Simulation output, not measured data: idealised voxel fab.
process module | voxel lift off
cross-section cut | 200 nm wide | cells 5 nm
A cross-section is a grid of square cells, given in bands from the top down. A band is one or more rows of cells.
Each band's line starts with the height of the band's top and of its bottom, in nm. Then come its materials from left to right, each with its width in nm. One material with "throughout" fills the band from edge to edge. "air" is empty space.
Height 0 is the level under which the wafer as received is all one material. The lowest band goes on downwards, as in "0 down".
A width such as "30 to 40" changes by the same amount from each row of cells to the next, from the band's top row to its bottom row.
"no change" after a step means that no cell of the cross-section changed.
closed voids: empty space of 8 cells or more with no open way to the top, each as width x height at its distance from the left edge, in nm
after a step's settings: what the simulator itself notes on the step
overlay nm, on a step with a mask: how far to the right of its planned place the mask lay; to the left if negative
plan
1 op RECEIVE | material Si
2 op CONFORMAL_DEP | material Al2O3 | thk nm 5
3 op PATTERN | tone open | mask id LINES | material resist | width nm 20 | pitch nm 45 | thk nm 15 | overlay nm 0
4 op DIRECTIONAL_DEP | material Ru | thk nm 5
5 op STRIP | etch materials resist
6 op CONFORMAL_DEP | material SiO2 | thk nm 5
as received, after step 1
  0 down: Si throughout
  closed voids: none
a wafer at the end: this start, this plan, one mistake
  15 to 10: air 45 | SiO2 25 | air 20 | SiO2 25 | air 20 | SiO2 25 | air 40
  10 to 5: SiO2 50 | Ru 15 | SiO2 30 | Ru 15 | SiO2 30 | Ru 15 | SiO2 45
  5 to 0: Al2O3 throughout
  0 down: Si throughout
  closed voids: none
what went wrong: step 3 ran as: op PATTERN | tone open | mask id LINES | material resist | width nm 15 | pitch nm 45 | thk nm 15 | overlay nm 0
